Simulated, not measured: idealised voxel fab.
The document below concerns the process module designated voxel wiring stack.
Section cut is 265 nm wide and gridded with 5 nm square cells.
How to read a cross-section here: the picture is a grid of square cells, written as bands going from the top down, and any band can span one or more rows of cells. Top, bottom (nm), then materials left to right with widths (nm); lone material tagged "edge to edge" fills the whole band edge to edge; "empty" = empty space. Height reference: 0 = level under which incoming wafer is all one material. Lowest band: no bottom, runs on downward, e.g. "z 0 and below". The width entry "30 to 40" should be interpreted row by row: the top row of cells in the band takes the first number, the bottom row takes the second number, and the change between adjacent rows is uniform throughout. A step reported as "left unchanged" is a step in which no cell of the cross-section changed. Enclosed internal voids: empty space of 8 cells or more with no open way to the top, each as width x height at its distance from the left edge, in nm. Post-settings text on a step line: simulator's own remark regarding the step. overlay nm: on a step with a mask, how far right of its planned place the mask lay; negative means left.

So here's the lineup of process steps we planned
1 RECEIVE,material Si
2 CONFORMAL_DEP,material SiO2,thk nm 10
3 CONFORMAL_DEP,material SiN,thk nm 5
4 DIRECTIONAL_DEP,material SiO2,thk nm 15
5 DIRECTIONAL_DEP,material aC,thk nm 10
6 PATTERN,tone open,mask id METAL_1,material resist,width nm 20,pitch nm 45,thk nm 25,overlay nm 0
7 DIRECTIONAL_ETCH,etch materials aC,depth nm 10
8 STRIP,etch materials resist
9 DIRECTIONAL_ETCH,etch materials SiO2,depth nm 15
10 DIRECTIONAL_ETCH,etch materials SiN,depth nm 5
11 STRIP,etch materials aC
12 CONFORMAL_DEP,material TiN,thk nm 5
13 FILL_DEP,material W,thk nm 10
14 CMP,height nm 30
15 CONFORMAL_DEP,material SiCN,thk nm 5
16 DIRECTIONAL_DEP,material SiO2,thk nm 35
17 DIRECTIONAL_DEP,material aC,thk nm 10
18 PATTERN,tone open,mask id METAL_2_HOLES,material resist,width nm 15,pitch nm 90,thk nm 30,overlay nm 0
19 DIRECTIONAL_ETCH,etch materials aC,depth nm 10
20 STRIP,etch materials resist
21 DIRECTIONAL_ETCH,etch materials SiO2,depth nm 35
22 STRIP,etch materials aC
23 MASKED_ETCH,tone open,mask id METAL_2,width nm 20,pitch nm 45,etch materials SiO2,depth nm 20,overlay nm 0
24 MASKED_ETCH,tone open,mask id METAL_2,width nm 20,pitch nm 45,etch materials SiCN,depth nm 5,overlay nm 0
25 CONFORMAL_DEP,material TiN,thk nm 5
26 FILL_DEP,material Cu,thk nm 10
27 CMP,height nm 70
28 CONFORMAL_DEP,material SiCN,thk nm 5
29 DIRECTIONAL_DEP,material lowk,thk nm 25
30 PATTERN,tone open,mask id METAL_3,material resist,width nm 20,pitch nm 45,thk nm 20,overlay nm 0
31 DIRECTIONAL_ETCH,etch materials lowk,depth nm 15
32 STRIP,etch materials resist
33 MASKED_ETCH,tone open,mask id METAL_3_HOLES,width nm 15,pitch nm 45,etch materials lowk,depth nm 10,overlay nm 0
34 MASKED_ETCH,tone open,mask id METAL_3_HOLES,width nm 15,pitch nm 45,etch materials SiCN,depth nm 5,overlay nm 0
35 CONFORMAL_DEP,material TiN,thk nm 5
36 FILL_DEP,material Cu,thk nm 10
37 CMP,height nm 100
38 CONFORMAL_DEP,material SiCN,thk nm 5
39 DIRECTIONAL_DEP,material lowk,thk nm 25
40 MASKED_ETCH,tone open,mask id METAL_4_HOLES,width nm 15,pitch nm 45,etch materials lowk,depth nm 25,overlay nm 0
41 MASKED_ETCH,tone open,mask id METAL_4,width nm 20,pitch nm 45,etch materials lowk,depth nm 15,overlay nm 0
42 MASKED_ETCH,tone open,mask id METAL_4,width nm 20,pitch nm 45,etch materials SiCN,depth nm 5,overlay nm 0
43 CONFORMAL_DEP,material TiN,thk nm 5
44 FILL_DEP,material Ru,thk nm 10
45 CMP,height nm 130
46 CONFORMAL_DEP,material SiCN,thk nm 5

Of two wafers, the first: run according to plan

As received (post step 1): cross-section
z 0 and below: Si edge to edge
Enclosed internal voids: none

Step 2 done - wafer cross-section
z 10 to 0: SiO2 edge to edge
Below 0, no change.

Step 3 done - wafer cross-section
z 15 to 10: SiN edge to edge
Below 10, no change.

Step 4 done - wafer cross-section
z 30 to 15: SiO2 edge to edge
Below 15, no change.

Step 5 done - wafer cross-section
z 40 to 30: aC edge to edge
Below 30, no change.

Step 6 done - wafer cross-section
z 65 to 40: resist (55), empty (20), resist (25), empty (20), resist (25), empty (20), resist (25), empty (20), resist (55)
Below 40, no change.

Step 7 done - wafer cross-section
z 55 to 40: resist (55), empty (20), resist (25), empty (20), resist (25), empty (20), resist (25), empty (20), resist (55)
z 40 to 30: aC (55), empty (20), aC (25), empty (20), aC (25), empty (20), aC (25), empty (20), aC (55)
Below 30, no change.

Step 8 done - wafer cross-section
z 40 to 30: aC (55), empty (20), aC (25), empty (20), aC (25), empty (20), aC (25), empty (20), aC (55)
Below 30, no change.

Step 9 done - wafer cross-section
z 40 to 30: aC (55), empty (20), aC (25), empty (20), aC (25), empty (20), aC (25), empty (20), aC (55)
z 30 to 15: SiO2 (55), empty (20), SiO2 (25), empty (20), SiO2 (25), empty (20), SiO2 (25), empty (20), SiO2 (55)
Below 15, no change.

Step 10 done - wafer cross-section
z 40 to 30: aC (55), empty (20), aC (25), empty (20), aC (25), empty (20), aC (25), empty (20), aC (55)
z 30 to 15: SiO2 (55), empty (20), SiO2 (25), empty (20), SiO2 (25), empty (20), SiO2 (25), empty (20), SiO2 (55)
z 15 to 10: SiN (55), empty (20), SiN (25), empty (20), SiN (25), empty (20), SiN (25), empty (20), SiN (55)
Below 10, no change.

Step 11 done - wafer cross-section
z 30 to 15: SiO2 (55), empty (20), SiO2 (25), empty (20), SiO2 (25), empty (20), SiO2 (25), empty (20), SiO2 (55)
Below 15, no change.

Step 12 done - wafer cross-section
z 35 to 30: TiN (60), empty (10), TiN (35), empty (10), TiN (35), empty (10), TiN (35), empty (10), TiN (60)
z 30 to 15: SiO2 (55), TiN (5), empty (10), TiN (5), SiO2 (25), TiN (5), empty (10), TiN (5), SiO2 (25), TiN (5), empty (10), TiN (5), SiO2 (25), TiN (5), empty (10), TiN (5), SiO2 (55)
z 15 to 10: SiN (55), TiN (20), SiN (25), TiN (20), SiN (25), TiN (20), SiN (25), TiN (20), SiN (55)
Below 10, no change.

Step 13 done - wafer cross-section
z 45 to 35: W edge to edge
z 35 to 30: TiN (60), W (10), TiN (35), W (10), TiN (35), W (10), TiN (35), W (10), TiN (60)
z 30 to 15: SiO2 (55), TiN (5), W (10), TiN (5), SiO2 (25), TiN (5), W (10), TiN (5), SiO2 (25), TiN (5), W (10), TiN (5), SiO2 (25), TiN (5), W (10), TiN (5), SiO2 (55)
Below 15, no change.

Step 14 done - wafer cross-section
z 30 to 15: SiO2 (55), TiN (5), W (10), TiN (5), SiO2 (25), TiN (5), W (10), TiN (5), SiO2 (25), TiN (5), W (10), TiN (5), SiO2 (25), TiN (5), W (10), TiN (5), SiO2 (55)
Below 15, no change.

Step 15 done - wafer cross-section
z 35 to 30: SiCN edge to edge
Below 30, no change.

Step 16 done - wafer cross-section
z 70 to 35: SiO2 edge to edge
Below 35, no change.

Step 17 done - wafer cross-section
z 80 to 70: aC edge to edge
Below 70, no change.

Step 18 done - wafer cross-section
z 110 to 80: resist (55), empty (15), resist (75), empty (15), resist (105)
Below 80, no change.

Step 19 done - wafer cross-section
z 100 to 80: resist (55), empty (15), resist (75), empty (15), resist (105)
z 80 to 70: aC (55), empty (15), aC (75), empty (15), aC (105)
Below 70, no change.

Step 20 done - wafer cross-section
z 80 to 70: aC (55), empty (15), aC (75), empty (15), aC (105)
Below 70, no change.

Step 21 done - wafer cross-section
z 80 to 70: aC (55), empty (15), aC (75), empty (15), aC (105)
z 70 to 35: SiO2 (55), empty (15), SiO2 (75), empty (15), SiO2 (105)
Below 35, no change.

Step 22 done - wafer cross-section
z 70 to 35: SiO2 (55), empty (15), SiO2 (75), empty (15), SiO2 (105)
Below 35, no change.

Step 23 done - wafer cross-section
z 70 to 50: SiO2 (55), empty (20), SiO2 (25), empty (20), SiO2 (25), empty (20), SiO2 (25), empty (20), SiO2 (55)
Below 50, no change.

Step 24 done - wafer cross-section
z 70 to 50: SiO2 (55), empty (20), SiO2 (25), empty (20), SiO2 (25), empty (20), SiO2 (25), empty (20), SiO2 (55)
z 50 to 35: SiO2 (55), empty (15), SiO2 (75), empty (15), SiO2 (105)
z 35 to 30: SiCN (55), empty (15), SiCN (75), empty (15), SiCN (105)
Below 30, no change.

Step 25 done - wafer cross-section
z 75 to 70: TiN (60), empty (10), TiN (35), empty (10), TiN (35), empty (10), TiN (35), empty (10), TiN (60)
z 70 to 55: SiO2 (55), TiN (5), empty (10), TiN (5), SiO2 (25), TiN (5), empty (10), TiN (5), SiO2 (25), TiN (5), empty (10), TiN (5), SiO2 (25), TiN (5), empty (10), TiN (5), SiO2 (55)
z 55 to 50: SiO2 (55), TiN (5), empty (5), TiN (10), SiO2 (25), TiN (20), SiO2 (25), TiN (5), empty (5), TiN (10), SiO2 (25), TiN (20), SiO2 (55)
z 50 to 35: SiO2 (55), TiN (5), empty (5), TiN (5), SiO2 (75), TiN (5), empty (5), TiN (5), SiO2 (105)
z 35 to 30: SiCN (55), TiN (15), SiCN (75), TiN (15), SiCN (105)
Below 30, no change.

Step 26 done - wafer cross-section
z 85 to 75: Cu edge to edge
z 75 to 70: TiN (60), Cu (10), TiN (35), Cu (10), TiN (35), Cu (10), TiN (35), Cu (10), TiN (60)
z 70 to 55: SiO2 (55), TiN (5), Cu (10), TiN (5), SiO2 (25), TiN (5), Cu (10), TiN (5), SiO2 (25), TiN (5), Cu (10), TiN (5), SiO2 (25), TiN (5), Cu (10), TiN (5), SiO2 (55)
z 55 to 50: SiO2 (55), TiN (5), Cu (5), TiN (10), SiO2 (25), TiN (20), SiO2 (25), TiN (5), Cu (5), TiN (10), SiO2 (25), TiN (20), SiO2 (55)
z 50 to 35: SiO2 (55), TiN (5), Cu (5), TiN (5), SiO2 (75), TiN (5), Cu (5), TiN (5), SiO2 (105)
Below 35, no change.

Step 27 done - wafer cross-section
z 70 to 55: SiO2 (55), TiN (5), Cu (10), TiN (5), SiO2 (25), TiN (5), Cu (10), TiN (5), SiO2 (25), TiN (5), Cu (10), TiN (5), SiO2 (25), TiN (5), Cu (10), TiN (5), SiO2 (55)
Below 55, no change.

Step 28 done - wafer cross-section
z 75 to 70: SiCN edge to edge
Below 70, no change.

Step 29 done - wafer cross-section
z 100 to 75: lowk edge to edge
Below 75, no change.

Step 30 done - wafer cross-section
z 120 to 100: resist (55), empty (20), resist (25), empty (20), resist (25), empty (20), resist (25), empty (20), resist (55)
Below 100, no change.

Step 31 done - wafer cross-section
z 120 to 100: resist (55), empty (20), resist (25), empty (20), resist (25), empty (20), resist (25), empty (20), resist (55)
z 100 to 85: lowk (55), empty (20), lowk (25), empty (20), lowk (25), empty (20), lowk (25), empty (20), lowk (55)
Below 85, no change.

Step 32 done - wafer cross-section
z 100 to 85: lowk (55), empty (20), lowk (25), empty (20), lowk (25), empty (20), lowk (25), empty (20), lowk (55)
Below 85, no change.

Step 33 done - wafer cross-section
z 100 to 85: lowk (55), empty (20), lowk (25), empty (20), lowk (25), empty (20), lowk (25), empty (20), lowk (55)
z 85 to 75: lowk (55), empty (15), lowk (30), empty (15), lowk (30), empty (15), lowk (30), empty (15), lowk (60)
Below 75, no change.

Step 34 done - wafer cross-section
z 100 to 85: lowk (55), empty (20), lowk (25), empty (20), lowk (25), empty (20), lowk (25), empty (20), lowk (55)
z 85 to 75: lowk (55), empty (15), lowk (30), empty (15), lowk (30), empty (15), lowk (30), empty (15), lowk (60)
z 75 to 70: SiCN (55), empty (15), SiCN (30), empty (15), SiCN (30), empty (15), SiCN (30), empty (15), SiCN (60)
Below 70, no change.

Step 35 done - wafer cross-section
z 105 to 100: TiN (60), empty (10), TiN (35), empty (10), TiN (35), empty (10), TiN (35), empty (10), TiN (60)
z 100 to 90: lowk (55), TiN (5), empty (10), TiN (5), lowk (25), TiN (5), empty (10), TiN (5), lowk (25), TiN (5), empty (10), TiN (5), lowk (25), TiN (5), empty (10), TiN (5), lowk (55)
z 90 to 85: lowk (55), TiN (5), empty (5), TiN (10), lowk (25), TiN (5), empty (5), TiN (10), lowk (25), TiN (5), empty (5), TiN (10), lowk (25), TiN (5), empty (5), TiN (10), lowk (55)
z 85 to 75: lowk (55), TiN (5), empty (5), TiN (5), lowk (30), TiN (5), empty (5), TiN (5), lowk (30), TiN (5), empty (5), TiN (5), lowk (30), TiN (5), empty (5), TiN (5), lowk (60)
z 75 to 70: SiCN (55), TiN (15), SiCN (30), TiN (15), SiCN (30), TiN (15), SiCN (30), TiN (15), SiCN (60)
Below 70, no change.

Step 36 done - wafer cross-section
z 115 to 105: Cu edge to edge
z 105 to 100: TiN (60), Cu (10), TiN (35), Cu (10), TiN (35), Cu (10), TiN (35), Cu (10), TiN (60)
z 100 to 90: lowk (55), TiN (5), Cu (10), TiN (5), lowk (25), TiN (5), Cu (10), TiN (5), lowk (25), TiN (5), Cu (10), TiN (5), lowk (25), TiN (5), Cu (10), TiN (5), lowk (55)
z 90 to 85: lowk (55), TiN (5), Cu (5), TiN (10), lowk (25), TiN (5), Cu (5), TiN (10), lowk (25), TiN (5), Cu (5), TiN (10), lowk (25), TiN (5), Cu (5), TiN (10), lowk (55)
z 85 to 75: lowk (55), TiN (5), Cu (5), TiN (5), lowk (30), TiN (5), Cu (5), TiN (5), lowk (30), TiN (5), Cu (5), TiN (5), lowk (30), TiN (5), Cu (5), TiN (5), lowk (60)
Below 75, no change.

Step 37 done - wafer cross-section
z 100 to 90: lowk (55), TiN (5), Cu (10), TiN (5), lowk (25), TiN (5), Cu (10), TiN (5), lowk (25), TiN (5), Cu (10), TiN (5), lowk (25), TiN (5), Cu (10), TiN (5), lowk (55)
Below 90, no change.

Step 38 done - wafer cross-section
z 105 to 100: SiCN edge to edge
Below 100, no change.

Step 39 done - wafer cross-section
z 130 to 105: lowk edge to edge
Below 105, no change.

Step 40 done - wafer cross-section
z 130 to 105: lowk (55), empty (15), lowk (30), empty (15), lowk (30), empty (15), lowk (30), empty (15), lowk (60)
Below 105, no change.

Step 41 done - wafer cross-section
z 130 to 115: lowk (55), empty (20), lowk (25), empty (20), lowk (25), empty (20), lowk (25), empty (20), lowk (55)
Below 115, no change.

Step 42 done - wafer cross-section
z 130 to 115: lowk (55), empty (20), lowk (25), empty (20), lowk (25), empty (20), lowk (25), empty (20), lowk (55)
z 115 to 105: lowk (55), empty (15), lowk (30), empty (15), lowk (30), empty (15), lowk (30), empty (15), lowk (60)
z 105 to 100: SiCN (55), empty (15), SiCN (30), empty (15), SiCN (30), empty (15), SiCN (30), empty (15), SiCN (60)
Below 100, no change.

Step 43 done - wafer cross-section
z 135 to 130: TiN (60), empty (10), TiN (35), empty (10), TiN (35), empty (10), TiN (35), empty (10), TiN (60)
z 130 to 120: lowk (55), TiN (5), empty (10), TiN (5), lowk (25), TiN (5), empty (10), TiN (5), lowk (25), TiN (5), empty (10), TiN (5), lowk (25), TiN (5), empty (10), TiN (5), lowk (55)
z 120 to 115: lowk (55), TiN (5), empty (5), TiN (10), lowk (25), TiN (5), empty (5), TiN (10), lowk (25), TiN (5), empty (5), TiN (10), lowk (25), TiN (5), empty (5), TiN (10), lowk (55)
z 115 to 105: lowk (55), TiN (5), empty (5), TiN (5), lowk (30), TiN (5), empty (5), TiN (5), lowk (30), TiN (5), empty (5), TiN (5), lowk (30), TiN (5), empty (5), TiN (5), lowk (60)
z 105 to 100: SiCN (55), TiN (15), SiCN (30), TiN (15), SiCN (30), TiN (15), SiCN (30), TiN (15), SiCN (60)
Below 100, no change.

Step 44 done - wafer cross-section
z 145 to 135: Ru edge to edge
z 135 to 130: TiN (60), Ru (10), TiN (35), Ru (10), TiN (35), Ru (10), TiN (35), Ru (10), TiN (60)
z 130 to 120: lowk (55), TiN (5), Ru (10), TiN (5), lowk (25), TiN (5), Ru (10), TiN (5), lowk (25), TiN (5), Ru (10), TiN (5), lowk (25), TiN (5), Ru (10), TiN (5), lowk (55)
z 120 to 115: lowk (55), TiN (5), Ru (5), TiN (10), lowk (25), TiN (5), Ru (5), TiN (10), lowk (25), TiN (5), Ru (5), TiN (10), lowk (25), TiN (5), Ru (5), TiN (10), lowk (55)
z 115 to 105: lowk (55), TiN (5), Ru (5), TiN (5), lowk (30), TiN (5), Ru (5), TiN (5), lowk (30), TiN (5), Ru (5), TiN (5), lowk (30), TiN (5), Ru (5), TiN (5), lowk (60)
Below 105, no change.

Step 45 done - wafer cross-section
z 130 to 120: lowk (55), TiN (5), Ru (10), TiN (5), lowk (25), TiN (5), Ru (10), TiN (5), lowk (25), TiN (5), Ru (10), TiN (5), lowk (25), TiN (5), Ru (10), TiN (5), lowk (55)
Below 120, no change.

Step 46 done - wafer cross-section
z 135 to 130: SiCN edge to edge
Below 130, no change.

Second wafer - shared start and plan with the first - one error in running - same as the first up to step 14 inclusive

Second wafer cross-section, taken as of the time the plan sets for step 15 to be done
z 65 to 30: SiO2 edge to edge
Below 30, no change.

Second wafer cross-section, taken as of the time the plan sets for step 16 to be done
z 70 to 65: SiCN edge to edge
Below 65, no change.

Second wafer cross-section, taken as of the time the plan sets for step 17 to be done
z 80 to 70: aC edge to edge
Below 70, no change.

Second wafer cross-section, taken as of the time the plan sets for step 18 to be done
z 110 to 80: resist (55), empty (15), resist (75), empty (15), resist (105)
Below 80, no change.

Second wafer cross-section, taken as of the time the plan sets for step 19 to be done
z 100 to 80: resist (55), empty (15), resist (75), empty (15), resist (105)
z 80 to 70: aC (55), empty (15), aC (75), empty (15), aC (105)
Below 70, no change.

Second wafer cross-section, taken as of the time the plan sets for step 20 to be done
z 80 to 70: aC (55), empty (15), aC (75), empty (15), aC (105)
Below 70, no change.

Second wafer cross-section, taken as of the time the plan sets for step 21 to be done: left unchanged

Second wafer cross-section, taken as of the time the plan sets for step 22 to be done
z 70 to 65: SiCN edge to edge
Below 65, no change.

Second wafer cross-section, taken as of the time the plan sets for step 23 to be done: left unchanged

Second wafer cross-section, taken as of the time the plan sets for step 24 to be done
z 70 to 65: SiCN (55), empty (20), SiCN (25), empty (20), SiCN (25), empty (20), SiCN (25), empty (20), SiCN (55)
Below 65, no change.

Second wafer cross-section, taken as of the time the plan sets for step 25 to be done
z 75 to 70: TiN (60), empty (10), TiN (35), empty (10), TiN (35), empty (10), TiN (35), empty (10), TiN (60)
z 70 to 65: SiCN (55), TiN (20), SiCN (25), TiN (20), SiCN (25), TiN (20), SiCN (25), TiN (20), SiCN (55)
Below 65, no change.

Second wafer cross-section, taken as of the time the plan sets for step 26 to be done
z 85 to 75: Cu edge to edge
z 75 to 70: TiN (60), Cu (10), TiN (35), Cu (10), TiN (35), Cu (10), TiN (35), Cu (10), TiN (60)
Below 70, no change.

Second wafer cross-section, taken as of the time the plan sets for step 27 to be done
z 70 to 65: SiCN (55), TiN (20), SiCN (25), TiN (20), SiCN (25), TiN (20), SiCN (25), TiN (20), SiCN (55)
Below 65, no change.

Second wafer cross-section, taken as of the time the plan sets for step 28 to be done
z 75 to 70: SiCN edge to edge
Below 70, no change.

Second wafer cross-section, taken as of the time the plan sets for step 29 to be done
z 100 to 75: lowk edge to edge
Below 75, no change.

Second wafer cross-section, taken as of the time the plan sets for step 30 to be done
z 120 to 100: resist (55), empty (20), resist (25), empty (20), resist (25), empty (20), resist (25), empty (20), resist (55)
Below 100, no change.

Second wafer cross-section, taken as of the time the plan sets for step 31 to be done
z 120 to 100: resist (55), empty (20), resist (25), empty (20), resist (25), empty (20), resist (25), empty (20), resist (55)
z 100 to 85: lowk (55), empty (20), lowk (25), empty (20), lowk (25), empty (20), lowk (25), empty (20), lowk (55)
Below 85, no change.

Second wafer cross-section, taken as of the time the plan sets for step 32 to be done
z 100 to 85: lowk (55), empty (20), lowk (25), empty (20), lowk (25), empty (20), lowk (25), empty (20), lowk (55)
Below 85, no change.

Second wafer cross-section, taken as of the time the plan sets for step 33 to be done
z 100 to 85: lowk (55), empty (20), lowk (25), empty (20), lowk (25), empty (20), lowk (25), empty (20), lowk (55)
z 85 to 75: lowk (55), empty (15), lowk (30), empty (15), lowk (30), empty (15), lowk (30), empty (15), lowk (60)
Below 75, no change.

Second wafer cross-section, taken as of the time the plan sets for step 34 to be done
z 100 to 85: lowk (55), empty (20), lowk (25), empty (20), lowk (25), empty (20), lowk (25), empty (20), lowk (55)
z 85 to 75: lowk (55), empty (15), lowk (30), empty (15), lowk (30), empty (15), lowk (30), empty (15), lowk (60)
z 75 to 70: SiCN (55), empty (15), SiCN (30), empty (15), SiCN (30), empty (15), SiCN (30), empty (15), SiCN (60)
Below 70, no change.

Second wafer cross-section, taken as of the time the plan sets for step 35 to be done
z 105 to 100: TiN (60), empty (10), TiN (35), empty (10), TiN (35), empty (10), TiN (35), empty (10), TiN (60)
z 100 to 90: lowk (55), TiN (5), empty (10), TiN (5), lowk (25), TiN (5), empty (10), TiN (5), lowk (25), TiN (5), empty (10), TiN (5), lowk (25), TiN (5), empty (10), TiN (5), lowk (55)
z 90 to 85: lowk (55), TiN (5), empty (5), TiN (10), lowk (25), TiN (5), empty (5), TiN (10), lowk (25), TiN (5), empty (5), TiN (10), lowk (25), TiN (5), empty (5), TiN (10), lowk (55)
z 85 to 75: lowk (55), TiN (5), empty (5), TiN (5), lowk (30), TiN (5), empty (5), TiN (5), lowk (30), TiN (5), empty (5), TiN (5), lowk (30), TiN (5), empty (5), TiN (5), lowk (60)
z 75 to 65: SiCN (55), TiN (15 to 20), SiCN (30 to 25), TiN (15 to 20), SiCN (30 to 25), TiN (15 to 20), SiCN (30 to 25), TiN (15 to 20), SiCN (60 to 55)
Below 65, no change.

Second wafer cross-section, taken as of the time the plan sets for step 36 to be done
z 115 to 105: Cu edge to edge
z 105 to 100: TiN (60), Cu (10), TiN (35), Cu (10), TiN (35), Cu (10), TiN (35), Cu (10), TiN (60)
z 100 to 90: lowk (55), TiN (5), Cu (10), TiN (5), lowk (25), TiN (5), Cu (10), TiN (5), lowk (25), TiN (5), Cu (10), TiN (5), lowk (25), TiN (5), Cu (10), TiN (5), lowk (55)
z 90 to 85: lowk (55), TiN (5), Cu (5), TiN (10), lowk (25), TiN (5), Cu (5), TiN (10), lowk (25), TiN (5), Cu (5), TiN (10), lowk (25), TiN (5), Cu (5), TiN (10), lowk (55)
z 85 to 75: lowk (55), TiN (5), Cu (5), TiN (5), lowk (30), TiN (5), Cu (5), TiN (5), lowk (30), TiN (5), Cu (5), TiN (5), lowk (30), TiN (5), Cu (5), TiN (5), lowk (60)
Below 75, no change.

Second wafer cross-section, taken as of the time the plan sets for step 37 to be done
z 100 to 90: lowk (55), TiN (5), Cu (10), TiN (5), lowk (25), TiN (5), Cu (10), TiN (5), lowk (25), TiN (5), Cu (10), TiN (5), lowk (25), TiN (5), Cu (10), TiN (5), lowk (55)
Below 90, no change.

Second wafer cross-section, taken as of the time the plan sets for step 38 to be done
z 105 to 100: SiCN edge to edge
Below 100, no change.

Second wafer cross-section, taken as of the time the plan sets for step 39 to be done
z 130 to 105: lowk edge to edge
Below 105, no change.

Second wafer cross-section, taken as of the time the plan sets for step 40 to be done
z 130 to 105: lowk (55), empty (15), lowk (30), empty (15), lowk (30), empty (15), lowk (30), empty (15), lowk (60)
Below 105, no change.

Second wafer cross-section, taken as of the time the plan sets for step 41 to be done
z 130 to 115: lowk (55), empty (20), lowk (25), empty (20), lowk (25), empty (20), lowk (25), empty (20), lowk (55)
Below 115, no change.

Second wafer cross-section, taken as of the time the plan sets for step 42 to be done
z 130 to 115: lowk (55), empty (20), lowk (25), empty (20), lowk (25), empty (20), lowk (25), empty (20), lowk (55)
z 115 to 105: lowk (55), empty (15), lowk (30), empty (15), lowk (30), empty (15), lowk (30), empty (15), lowk (60)
z 105 to 100: SiCN (55), empty (15), SiCN (30), empty (15), SiCN (30), empty (15), SiCN (30), empty (15), SiCN (60)
Below 100, no change.

Second wafer cross-section, taken as of the time the plan sets for step 43 to be done
z 135 to 130: TiN (60), empty (10), TiN (35), empty (10), TiN (35), empty (10), TiN (35), empty (10), TiN (60)
z 130 to 120: lowk (55), TiN (5), empty (10), TiN (5), lowk (25), TiN (5), empty (10), TiN (5), lowk (25), TiN (5), empty (10), TiN (5), lowk (25), TiN (5), empty (10), TiN (5), lowk (55)
z 120 to 115: lowk (55), TiN (5), empty (5), TiN (10), lowk (25), TiN (5), empty (5), TiN (10), lowk (25), TiN (5), empty (5), TiN (10), lowk (25), TiN (5), empty (5), TiN (10), lowk (55)
z 115 to 105: lowk (55), TiN (5), empty (5), TiN (5), lowk (30), TiN (5), empty (5), TiN (5), lowk (30), TiN (5), empty (5), TiN (5), lowk (30), TiN (5), empty (5), TiN (5), lowk (60)
z 105 to 100: SiCN (55), TiN (15), SiCN (30), TiN (15), SiCN (30), TiN (15), SiCN (30), TiN (15), SiCN (60)
Below 100, no change.

Second wafer cross-section, taken as of the time the plan sets for step 44 to be done
z 145 to 135: Ru edge to edge
z 135 to 130: TiN (60), Ru (10), TiN (35), Ru (10), TiN (35), Ru (10), TiN (35), Ru (10), TiN (60)
z 130 to 120: lowk (55), TiN (5), Ru (10), TiN (5), lowk (25), TiN (5), Ru (10), TiN (5), lowk (25), TiN (5), Ru (10), TiN (5), lowk (25), TiN (5), Ru (10), TiN (5), lowk (55)
z 120 to 115: lowk (55), TiN (5), Ru (5), TiN (10), lowk (25), TiN (5), Ru (5), TiN (10), lowk (25), TiN (5), Ru (5), TiN (10), lowk (25), TiN (5), Ru (5), TiN (10), lowk (55)
z 115 to 105: lowk (55), TiN (5), Ru (5), TiN (5), lowk (30), TiN (5), Ru (5), TiN (5), lowk (30), TiN (5), Ru (5), TiN (5), lowk (30), TiN (5), Ru (5), TiN (5), lowk (60)
Below 105, no change.

Second wafer cross-section, taken as of the time the plan sets for step 45 to be done
z 130 to 120: lowk (55), TiN (5), Ru (10), TiN (5), lowk (25), TiN (5), Ru (10), TiN (5), lowk (25), TiN (5), Ru (10), TiN (5), lowk (25), TiN (5), Ru (10), TiN (5), lowk (55)
Below 120, no change.

Second wafer cross-section, taken as of the time the plan sets for step 46 to be done
z 135 to 130: SiCN edge to edge
Below 130, no change.
What broke from the plan during processing? a sequencing error occurred in which plan steps 15 and 16 were transposed
It is noted that, at the conclusion of processing, the second wafer exhibits a higher or lower cell count for certain materials relative to the first: 32 fewer of Cu | 10 fewer of SiCN | 82 more of SiO2 | 40 fewer of TiN
